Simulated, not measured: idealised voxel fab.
Process module under the name voxel trench capacitor
255 nm wide, 5 nm square cells: that's cross-section cut.
Heads up, the way a cross-section reads in here is a grid of square cells, handed over as bands from the top down, with every band being one or more rows of cells. The band entry comprises the height of the band's top followed by the height of its bottom, expressed in nm, and subsequently the band's materials from left to right, each stated together with its width in nm. Where a single material is marked with the word "full width", that material fills the band from edge to edge. The word "empty" represents empty space. Heights are measured from 0, the level below which the as-received wafer is all one material; the lowest band has no bottom and continues downward, written as in "0 down". Read "30..40" as a graded width: first number on top, second number at the bottom, same change between each pair of neighbouring rows. The designation "nothing was modified", where it is given for a processing step, indicates that no cell of the cross-section was altered in the course of that step. Entry "Sealed internal cavities". Content: empty spaces with no open connection to the top, size 8 cells or greater. Each: width x height at distance. Distance: from left edge. Unit: nm. Note: text after step settings on the step line = simulator remark on that step. For masked steps, "overlay nm" on the step line gives how far right of plan the mask actually lay; a minus sign means it lay to the left. The remainder of this document consists of a sequence of paired cross-sections. Each pair presents the cross-section prior to one process step together with the cross-section following it, the latter being rendered only as deep as the lowest band that underwent change. The intervening step, together with its settings, is stated beneath each pair. Because the pairs may originate from different runs of this module on the same starting wafer, a given pair is to be read as continuing from the preceding pair only where its entry headed "Prior state" so indicates.

**Prior state**
- 15 to 10 | Al2O3 50 | empty 10 | Al2O3 40 | empty 10 | Al2O3 40 | empty 10 | Al2O3 40 | empty 10 | Al2O3 45
- 10 to 0 | SiN 45 | Al2O3 5 | empty 10 | Al2O3 5 | SiN 30 | Al2O3 5 | empty 10 | Al2O3 5 | SiN 30 | Al2O3 5 | empty 10 | Al2O3 5 | SiN 30 | Al2O3 5 | empty 10 | Al2O3 5 | SiN 40
- 0 to -25 | Si 45 | Al2O3 5 | empty 10 | Al2O3 5 | Si 30 | Al2O3 5 | empty 10 | Al2O3 5 | Si 30 | Al2O3 5 | empty 10 | Al2O3 5 | Si 30 | Al2O3 5 | empty 10 | Al2O3 5 | Si 40
- -25 to -30 | Si 45 | Al2O3 20 | Si 30 | Al2O3 20 | Si 30 | Al2O3 20 | Si 30 | Al2O3 20 | Si 40
- -30 down | Si full width
- Sealed internal cavities: none

**Post-Step Snapshot**
- 20 to 15 | TiN full width
- 15 to 10 | Al2O3 50 | TiN 10 | Al2O3 40 | TiN 10 | Al2O3 40 | TiN 10 | Al2O3 40 | TiN 10 | Al2O3 45
- 10 to 0 | SiN 45 | Al2O3 5 | TiN 10 | Al2O3 5 | SiN 30 | Al2O3 5 | TiN 10 | Al2O3 5 | SiN 30 | Al2O3 5 | TiN 10 | Al2O3 5 | SiN 30 | Al2O3 5 | TiN 10 | Al2O3 5 | SiN 40
- 0 to -25 | Si 45 | Al2O3 5 | TiN 10 | Al2O3 5 | Si 30 | Al2O3 5 | TiN 10 | Al2O3 5 | Si 30 | Al2O3 5 | TiN 10 | Al2O3 5 | Si 30 | Al2O3 5 | TiN 10 | Al2O3 5 | Si 40
- Whatever lies below -25 is exactly as it was before.
- Sealed internal cavities: none
As a process note, the step between the before and after cross-sections shown above is CONFORMAL_DEP,material TiN,thk nm 5

Prior state: the state before this step is the cross-section shown after the step in the pair just above.

**Post-Step Snapshot**
- 30 to 20 | W full width
- Whatever lies below 20 is exactly as it was before.
- Sealed internal cavities: none
As a process note, the step between the before and after cross-sections shown above is FILL_DEP,material W,thk nm 10

Prior state: the state before this step is the cross-section shown after the step in the pair just above.

**Post-Step Snapshot**
- 10 to 0 | SiN 45 | Al2O3 5 | TiN 10 | Al2O3 5 | SiN 30 | Al2O3 5 | TiN 10 | Al2O3 5 | SiN 30 | Al2O3 5 | TiN 10 | Al2O3 5 | SiN 30 | Al2O3 5 | TiN 10 | Al2O3 5 | SiN 40
- Whatever lies below 0 is exactly as it was before.
- Sealed internal cavities: none
As a process note, the step between the before and after cross-sections shown above is CMP,height nm 10

**Prior state**
- 10 to 0 | SiN full width
- 0 down | Si full width
- Sealed internal cavities: none

**Post-Step Snapshot**
- 30 to 10 | resist 30 | empty 25 | resist 25 | empty 25 | resist 25 | empty 25 | resist 25 | empty 25 | resist 50
- Whatever lies below 10 is exactly as it was before.
- Sealed internal cavities: none
As a process note, the step between the before and after cross-sections shown above is PATTERN,tone open,mask id TRENCH,material resist,width nm 25,pitch nm 50,thk nm 20,overlay nm -10

Prior state: the state before this step is the cross-section shown after the step in the pair just above.

**Post-Step Snapshot**
- 30 to 10 | resist 30 | empty 25 | resist 25 | empty 25 | resist 25 | empty 25 | resist 25 | empty 25 | resist 50
- 10 to 0 | SiN 30 | empty 25 | SiN 25 | empty 25 | SiN 25 | empty 25 | SiN 25 | empty 25 | SiN 50
- Whatever lies below 0 is exactly as it was before.
- Sealed internal cavities: none
As a process note, the step between the before and after cross-sections shown above is DIRECTIONAL_ETCH,etch materials SiN,depth nm 10

Prior state: the state before this step is the cross-section shown after the step in the pair just above.

**Post-Step Snapshot**
- 30 to 10 | resist 30 | empty 25 | resist 25 | empty 25 | resist 25 | empty 25 | resist 25 | empty 25 | resist 50
- 10 to 0 | SiN 30 | empty 25 | SiN 25 | empty 25 | SiN 25 | empty 25 | SiN 25 | empty 25 | SiN 50
- 0 to -30 | Si 30 | empty 25 | Si 25 | empty 25 | Si 25 | empty 25 | Si 25 | empty 25 | Si 50
- Whatever lies below -30 is exactly as it was before.
- Sealed internal cavities: none
As a process note, the step between the before and after cross-sections shown above is DIRECTIONAL_ETCH,etch materials Si,depth nm 30

Prior state: the state before this step is the cross-section shown after the step in the pair just above.

**Post-Step Snapshot**
- 10 to 0 | SiN 30 | empty 25 | SiN 25 | empty 25 | SiN 25 | empty 25 | SiN 25 | empty 25 | SiN 50
- Whatever lies below 0 is exactly as it was before.
- Sealed internal cavities: none
As a process note, the step between the before and after cross-sections shown above is STRIP,etch materials resist

Prior state: the state before this step is the cross-section shown after the step in the pair just above.

**Post-Step Snapshot**
- 15 to 10 | Al2O3 35 | empty 15 | Al2O3 35 | empty 15 | Al2O3 35 | empty 15 | Al2O3 35 | empty 15 | Al2O3 55
- 10 to 0 | SiN 30 | Al2O3 5 | empty 15 | Al2O3 5 | SiN 25 | Al2O3 5 | empty 15 | Al2O3 5 | SiN 25 | Al2O3 5 | empty 15 | Al2O3 5 | SiN 25 | Al2O3 5 | empty 15 | Al2O3 5 | SiN 50
- 0 to -25 | Si 30 | Al2O3 5 | empty 15 | Al2O3 5 | Si 25 | Al2O3 5 | empty 15 | Al2O3 5 | Si 25 | Al2O3 5 | empty 15 | Al2O3 5 | Si 25 | Al2O3 5 | empty 15 | Al2O3 5 | Si 50
- -25 to -30 | Si 30 | Al2O3 25 | Si 25 | Al2O3 25 | Si 25 | Al2O3 25 | Si 25 | Al2O3 25 | Si 50
- Whatever lies below -30 is exactly as it was before.
- Sealed internal cavities: none
As a process note, the step between the before and after cross-sections shown above is CONFORMAL_DEP,material Al2O3,thk nm 5

Prior state: the state before this step is the cross-section shown after the step in the pair just above.

**Post-Step Snapshot**
- 20 to 15 | TiN 40 | empty 5 | TiN 45 | empty 5 | TiN 45 | empty 5 | TiN 45 | empty 5 | TiN 60
- 15 to 10 | Al2O3 35 | TiN 5 | empty 5 | TiN 5 | Al2O3 35 | TiN 5 | empty 5 | TiN 5 | Al2O3 35 | TiN 5 | empty 5 | TiN 5 | Al2O3 35 | TiN 5 | empty 5 | TiN 5 | Al2O3 55
- 10 to 0 | SiN 30 | Al2O3 5 | TiN 5 | empty 5 | TiN 5 | Al2O3 5 | SiN 25 | Al2O3 5 | TiN 5 | empty 5 | TiN 5 | Al2O3 5 | SiN 25 | Al2O3 5 | TiN 5 | empty 5 | TiN 5 | Al2O3 5 | SiN 25 | Al2O3 5 | TiN 5 | empty 5 | TiN 5 | Al2O3 5 | SiN 50
- 0 to -20 | Si 30 | Al2O3 5 | TiN 5 | empty 5 | TiN 5 | Al2O3 5 | Si 25 | Al2O3 5 | TiN 5 | empty 5 | TiN 5 | Al2O3 5 | Si 25 | Al2O3 5 | TiN 5 | empty 5 | TiN 5 | Al2O3 5 | Si 25 | Al2O3 5 | TiN 5 | empty 5 | TiN 5 | Al2O3 5 | Si 50
- -20 to -25 | Si 30 | Al2O3 5 | TiN 15 | Al2O3 5 | Si 25 | Al2O3 5 | TiN 15 | Al2O3 5 | Si 25 | Al2O3 5 | TiN 15 | Al2O3 5 | Si 25 | Al2O3 5 | TiN 15 | Al2O3 5 | Si 50
- Whatever lies below -25 is exactly as it was before.
- Sealed internal cavities: none
As a process note, the step between the before and after cross-sections shown above is CONFORMAL_DEP,material TiN,thk nm 5

Prior state: the state before this step is the cross-section shown after the step in the pair just above.

**Post-Step Snapshot**
- 30 to 20 | W full width
- 20 to 15 | TiN 40 | W 5 | TiN 45 | W 5 | TiN 45 | W 5 | TiN 45 | W 5 | TiN 60
- 15 to 10 | Al2O3 35 | TiN 5 | W 5 | TiN 5 | Al2O3 35 | TiN 5 | W 5 | TiN 5 | Al2O3 35 | TiN 5 | W 5 | TiN 5 | Al2O3 35 | TiN 5 | W 5 | TiN 5 | Al2O3 55
- 10 to 0 | SiN 30 | Al2O3 5 | TiN 5 | W 5 | TiN 5 | Al2O3 5 | SiN 25 | Al2O3 5 | TiN 5 | W 5 | TiN 5 | Al2O3 5 | SiN 25 | Al2O3 5 | TiN 5 | W 5 | TiN 5 | Al2O3 5 | SiN 25 | Al2O3 5 | TiN 5 | W 5 | TiN 5 | Al2O3 5 | SiN 50
- 0 to -20 | Si 30 | Al2O3 5 | TiN 5 | W 5 | TiN 5 | Al2O3 5 | Si 25 | Al2O3 5 | TiN 5 | W 5 | TiN 5 | Al2O3 5 | Si 25 | Al2O3 5 | TiN 5 | W 5 | TiN 5 | Al2O3 5 | Si 25 | Al2O3 5 | TiN 5 | W 5 | TiN 5 | Al2O3 5 | Si 50
- Whatever lies below -20 is exactly as it was before.
- Sealed internal cavities: none
As a process note, the step between the before and after cross-sections shown above is FILL_DEP,material W,thk nm 10

Prior state: the state before this step is the cross-section shown after the step in the pair just above.

**Post-Step Snapshot**
- 10 to 0 | SiN 30 | Al2O3 5 | TiN 5 | W 5 | TiN 5 | Al2O3 5 | SiN 25 | Al2O3 5 | TiN 5 | W 5 | TiN 5 | Al2O3 5 | SiN 25 | Al2O3 5 | TiN 5 | W 5 | TiN 5 | Al2O3 5 | SiN 25 | Al2O3 5 | TiN 5 | W 5 | TiN 5 | Al2O3 5 | SiN 50
- Whatever lies below 0 is exactly as it was before.
- Sealed internal cavities: none
As a process note, the step between the before and after cross-sections shown above is CMP,height nm 10

**Prior state**
- 0 down | Si full width
- Sealed internal cavities: none

**Post-Step Snapshot**
- 10 to 0 | TiN full width
- Whatever lies below 0 is exactly as it was before.
- Sealed internal cavities: none
As a process note, the step between the before and after cross-sections shown above is CONFORMAL_DEP,material TiN,thk nm 10

Prior state: the state before this step is the cross-section shown after the step in the pair just above.

**Post-Step Snapshot**
- 30 to 10 | resist 40 | empty 25 | resist 25 | empty 25 | resist 25 | empty 25 | resist 25 | empty 25 | resist 40
- Whatever lies below 10 is exactly as it was before.
- Sealed internal cavities: none
As a process note, the step between the before and after cross-sections shown above is PATTERN,tone open,mask id TRENCH,material resist,width nm 25,pitch nm 50,thk nm 20,overlay nm 0

Prior state: the state before this step is the cross-section shown after the step in the pair just above.

**Post-Step Snapshot**
- 10 to 0 | TiN full width
- Whatever lies below 0 is exactly as it was before.
- Sealed internal cavities: none
As a process note, the step between the before and after cross-sections shown above is STRIP,etch materials resist

Prior state: the state before this step is the cross-section shown after the step in the pair just above.

**Post-Step Snapshot**
- 15 to 10 | Al2O3 full width
- Whatever lies below 10 is exactly as it was before.
- Sealed internal cavities: none
As a process note, the step between the before and after cross-sections shown above is CONFORMAL_DEP,material Al2O3,thk nm 5

Prior state: the state before this step is the cross-section shown after the step in the pair just above.

**Post-Step Snapshot**
- 20 to 15 | TiN full width
- Whatever lies below 15 is exactly as it was before.
- Sealed internal cavities: none
As a process note, the step between the before and after cross-sections shown above is CONFORMAL_DEP,material TiN,thk nm 5

Prior state: the state before this step is the cross-section shown after the step in the pair just above.

**Post-Step Snapshot**
- 30 to 20 | W full width
- Whatever lies below 20 is exactly as it was before.
- Sealed internal cavities: none
As a process note, the step between the before and after cross-sections shown above is FILL_DEP,material W,thk nm 10

Prior state: the state before this step is the cross-section shown after the step in the pair just above.

**Post-Step Snapshot**
- 10 to 0 | TiN full width
- Whatever lies below 0 is exactly as it was before.
- Sealed internal cavities: none
As a process note, the step between the before and after cross-sections shown above is CMP,height nm 10

**Prior state**
- 10 to 0 | SiN full width
- 0 down | Si full width
- Sealed internal cavities: none

**Post-Step Snapshot**
- 30 to 10 | empty 40 | resist 25 | empty 25 | resist 25 | empty 25 | resist 25 | empty 25 | resist 25 | empty 40
- Whatever lies below 10 is exactly as it was before.
- Sealed internal cavities: none
As a process note, the step between the before and after cross-sections shown above is PATTERN,tone cover,mask id TRENCH,material resist,width nm 25,pitch nm 50,thk nm 20,overlay nm 0

Prior state: the state before this step is the cross-section shown after the step in the pair just above.

**Post-Step Snapshot**
- 30 to 10 | empty 40 | resist 25 | empty 25 | resist 25 | empty 25 | resist 25 | empty 25 | resist 25 | empty 40
- 10 to 0 | empty 40 | SiN 25 | empty 25 | SiN 25 | empty 25 | SiN 25 | empty 25 | SiN 25 | empty 40
- Whatever lies below 0 is exactly as it was before.
- Sealed internal cavities: none
As a process note, the step between the before and after cross-sections shown above is DIRECTIONAL_ETCH,etch materials SiN,depth nm 10

Prior state: the state before this step is the cross-section shown after the step in the pair just above.

**Post-Step Snapshot**
- 30 to 10 | empty 40 | resist 25 | empty 25 | resist 25 | empty 25 | resist 25 | empty 25 | resist 25 | empty 40
- 10 to 0 | empty 40 | SiN 25 | empty 25 | SiN 25 | empty 25 | SiN 25 | empty 25 | SiN 25 | empty 40
- 0 to -30 | empty 40 | Si 25 | empty 25 | Si 25 | empty 25 | Si 25 | empty 25 | Si 25 | empty 40
- Whatever lies below -30 is exactly as it was before.
- Sealed internal cavities: none
As a process note, the step between the before and after cross-sections shown above is DIRECTIONAL_ETCH,etch materials Si,depth nm 30

Prior state: the state before this step is the cross-section shown after the step in the pair just above.

**Post-Step Snapshot**
- 10 to 0 | empty 40 | SiN 25 | empty 25 | SiN 25 | empty 25 | SiN 25 | empty 25 | SiN 25 | empty 40
- Whatever lies below 0 is exactly as it was before.
- Sealed internal cavities: none
As a process note, the step between the before and after cross-sections shown above is STRIP,etch materials resist

Prior state: the state before this step is the cross-section shown after the step in the pair just above.

**Post-Step Snapshot**
- 15 to 10 | empty 35 | Al2O3 35 | empty 15 | Al2O3 35 | empty 15 | Al2O3 35 | empty 15 | Al2O3 35 | empty 35
- 10 to 0 | empty 35 | Al2O3 5 | SiN 25 | Al2O3 5 | empty 15 | Al2O3 5 | SiN 25 | Al2O3 5 | empty 15 | Al2O3 5 | SiN 25 | Al2O3 5 | empty 15 | Al2O3 5 | SiN 25 | Al2O3 5 | empty 35
- 0 to -25 | empty 35 | Al2O3 5 | Si 25 | Al2O3 5 | empty 15 | Al2O3 5 | Si 25 | Al2O3 5 | empty 15 | Al2O3 5 | Si 25 | Al2O3 5 | empty 15 | Al2O3 5 | Si 25 | Al2O3 5 | empty 35
- -25 to -30 | Al2O3 40 | Si 25 | Al2O3 25 | Si 25 | Al2O3 25 | Si 25 | Al2O3 25 | Si 25 | Al2O3 40
- Whatever lies below -30 is exactly as it was before.
- Sealed internal cavities: none
As a process note, the step between the before and after cross-sections shown above is CONFORMAL_DEP,material Al2O3,thk nm 5

Prior state: the state before this step is the cross-section shown after the step in the pair just above.

**Post-Step Snapshot**
- 20 to 15 | empty 30 | TiN 45 | empty 5 | TiN 45 | empty 5 | TiN 45 | empty 5 | TiN 45 | empty 30
- 15 to 10 | empty 30 | TiN 5 | Al2O3 35 | TiN 5 | empty 5 | TiN 5 | Al2O3 35 | TiN 5 | empty 5 | TiN 5 | Al2O3 35 | TiN 5 | empty 5 | TiN 5 | Al2O3 35 | TiN 5 | empty 30
- 10 to 0 | empty 30 | TiN 5 | Al2O3 5 | SiN 25 | Al2O3 5 | TiN 5 | empty 5 | TiN 5 | Al2O3 5 | SiN 25 | Al2O3 5 | TiN 5 | empty 5 | TiN 5 | Al2O3 5 | SiN 25 | Al2O3 5 | TiN 5 | empty 5 | TiN 5 | Al2O3 5 | SiN 25 | Al2O3 5 | TiN 5 | empty 30
- 0 to -20 | empty 30 | TiN 5 | Al2O3 5 | Si 25 | Al2O3 5 | TiN 5 | empty 5 | TiN 5 | Al2O3 5 | Si 25 | Al2O3 5 | TiN 5 | empty 5 | TiN 5 | Al2O3 5 | Si 25 | Al2O3 5 | TiN 5 | empty 5 | TiN 5 | Al2O3 5 | Si 25 | Al2O3 5 | TiN 5 | empty 30
- -20 to -25 | TiN 35 | Al2O3 5 | Si 25 | Al2O3 5 | TiN 15 | Al2O3 5 | Si 25 | Al2O3 5 | TiN 15 | Al2O3 5 | Si 25 | Al2O3 5 | TiN 15 | Al2O3 5 | Si 25 | Al2O3 5 | TiN 35
- Whatever lies below -25 is exactly as it was before.
- Sealed internal cavities: none
As a process note, the step between the before and after cross-sections shown above is CONFORMAL_DEP,material TiN,thk nm 5

Prior state: the state before this step is the cross-section shown after the step in the pair just above.

**Post-Step Snapshot**
- 30 to 20 | W full width
- 20 to 15 | W 30 | TiN 45 | W 5 | TiN 45 | W 5 | TiN 45 | W 5 | TiN 45 | W 30
- 15 to 10 | W 30 | TiN 5 | Al2O3 35 | TiN 5 | W 5 | TiN 5 | Al2O3 35 | TiN 5 | W 5 | TiN 5 | Al2O3 35 | TiN 5 | W 5 | TiN 5 | Al2O3 35 | TiN 5 | W 30
- 10 to 0 | W 30 | TiN 5 | Al2O3 5 | SiN 25 | Al2O3 5 | TiN 5 | W 5 | TiN 5 | Al2O3 5 | SiN 25 | Al2O3 5 | TiN 5 | W 5 | TiN 5 | Al2O3 5 | SiN 25 | Al2O3 5 | TiN 5 | W 5 | TiN 5 | Al2O3 5 | SiN 25 | Al2O3 5 | TiN 5 | W 30
- 0 to -20 | W 30 | TiN 5 | Al2O3 5 | Si 25 | Al2O3 5 | TiN 5 | W 5 | TiN 5 | Al2O3 5 | Si 25 | Al2O3 5 | TiN 5 | W 5 | TiN 5 | Al2O3 5 | Si 25 | Al2O3 5 | TiN 5 | W 5 | TiN 5 | Al2O3 5 | Si 25 | Al2O3 5 | TiN 5 | W 30
- Whatever lies below -20 is exactly as it was before.
- Sealed internal cavities: none
As a process note, the step between the before and after cross-sections shown above is FILL_DEP,material W,thk nm 10

Prior state: the state before this step is the cross-section shown after the step in the pair just above.

**Post-Step Snapshot**
- 10 to 0 | W 30 | TiN 5 | Al2O3 5 | SiN 25 | Al2O3 5 | TiN 5 | W 5 | TiN 5 | Al2O3 5 | SiN 25 | Al2O3 5 | TiN 5 | W 5 | TiN 5 | Al2O3 5 | SiN 25 | Al2O3 5 | TiN 5 | W 5 | TiN 5 | Al2O3 5 | SiN 25 | Al2O3 5 | TiN 5 | W 30
- Whatever lies below 0 is exactly as it was before.
- Sealed internal cavities: none
As a process note, the step between the before and after cross-sections shown above is CMP,height nm 10
